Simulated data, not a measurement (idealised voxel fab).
process module | voxel trench capacitor
cross-section cut | 285 nm wide | cells 5 nm
A cross-section is a grid of square cells, given in bands from the top down. A band is one or more rows of cells.
Each band's line starts with the height of the band's top and of its bottom, in nm. Then come its materials from left to right, each with its width in nm. One material with "throughout" fills the band from edge to edge. "air" is empty space.
Height 0 is the level under which the wafer as received is all one material. The lowest band goes on downwards, as in "0 down".
A width such as "30 to 40" changes by the same amount from each row of cells to the next, from the band's top row to its bottom row.
"no change" after a step means that no cell of the cross-section changed.
closed voids: empty space of 8 cells or more with no open way to the top, each as width x height at its distance from the left edge, in nm
after a step's settings: what the simulator itself notes on the step
overlay nm, on a step with a mask: how far to the right of its planned place the mask lay; to the left if negative
plan
1 op RECEIVE | material Si
2 op CONFORMAL_DEP | material SiN | thk nm 5
3 op MASKED_ETCH | tone open | mask id TRENCH | width nm 20 | pitch nm 45 | etch materials SiN | depth nm 5 | overlay nm 0
4 op MASKED_ETCH | tone open | mask id TRENCH | width nm 20 | pitch nm 45 | etch materials Si | depth nm 25 | overlay nm 0
5 op CONFORMAL_DEP | material SiO2 | thk nm 5
6 op FILL_DEP | material polySi | thk nm 5
7 op CMP | height nm 5
first wafer, as planned
as received, after step 1
  0 down: Si throughout
  closed voids: none
after step 2
  5 to 0: SiN throughout
  below 0: unchanged
after step 3
  5 to 0: SiN 85 | air 20 | SiN 25 | air 20 | SiN 25 | air 20 | SiN 90
  below 0: unchanged
after step 4
  5 to 0: SiN 85 | air 20 | SiN 25 | air 20 | SiN 25 | air 20 | SiN 90
  0 to -25: Si 85 | air 20 | Si 25 | air 20 | Si 25 | air 20 | Si 90
  below -25: unchanged
after step 5
  10 to 5: SiO2 90 | air 10 | SiO2 35 | air 10 | SiO2 35 | air 10 | SiO2 95
  5 to 0: SiN 85 | SiO2 5 | air 10 | SiO2 5 | SiN 25 | SiO2 5 | air 10 | SiO2 5 | SiN 25 | SiO2 5 | air 10 | SiO2 5 | SiN 90
  0 to -20: Si 85 | SiO2 5 | air 10 | SiO2 5 | Si 25 | SiO2 5 | air 10 | SiO2 5 | Si 25 | SiO2 5 | air 10 | SiO2 5 | Si 90
  -20 to -25: Si 85 | SiO2 20 | Si 25 | SiO2 20 | Si 25 | SiO2 20 | Si 90
  below -25: unchanged
after step 6
  15 to 10: polySi throughout
  10 to 5: SiO2 90 | polySi 10 | SiO2 35 | polySi 10 | SiO2 35 | polySi 10 | SiO2 95
  5 to 0: SiN 85 | SiO2 5 | polySi 10 | SiO2 5 | SiN 25 | SiO2 5 | polySi 10 | SiO2 5 | SiN 25 | SiO2 5 | polySi 10 | SiO2 5 | SiN 90
  0 to -20: Si 85 | SiO2 5 | polySi 10 | SiO2 5 | Si 25 | SiO2 5 | polySi 10 | SiO2 5 | Si 25 | SiO2 5 | polySi 10 | SiO2 5 | Si 90
  below -20: unchanged
after step 7
  5 to 0: SiN 85 | SiO2 5 | polySi 10 | SiO2 5 | SiN 25 | SiO2 5 | polySi 10 | SiO2 5 | SiN 25 | SiO2 5 | polySi 10 | SiO2 5 | SiN 90
  below 0: unchanged
second wafer: like start, like plan, one mistake. Through step 4 it matches the first wafer
when step 5 should have ended
  10 to 0: SiN 90 | air 10 | SiN 35 | air 10 | SiN 35 | air 10 | SiN 95
  0 to -20: Si 85 | SiN 5 | air 10 | SiN 5 | Si 25 | SiN 5 | air 10 | SiN 5 | Si 25 | SiN 5 | air 10 | SiN 5 | Si 90
  -20 to -25: Si 85 | SiN 20 | Si 25 | SiN 20 | Si 25 | SiN 20 | Si 90
  below -25: unchanged
when step 6 should have ended
  15 to 10: polySi throughout
  10 to 0: SiN 90 | polySi 10 | SiN 35 | polySi 10 | SiN 35 | polySi 10 | SiN 95
  0 to -20: Si 85 | SiN 5 | polySi 10 | SiN 5 | Si 25 | SiN 5 | polySi 10 | SiN 5 | Si 25 | SiN 5 | polySi 10 | SiN 5 | Si 90
  below -20: unchanged
when step 7 should have ended
  5 to 0: SiN 90 | polySi 10 | SiN 35 | polySi 10 | SiN 35 | polySi 10 | SiN 95
  below 0: unchanged
what went wrong: step 5 ran as: op CONFORMAL_DEP | material SiN | thk nm 5
at the end the second wafer has, in cells: 42 more of SiN | 42 fewer of SiO2
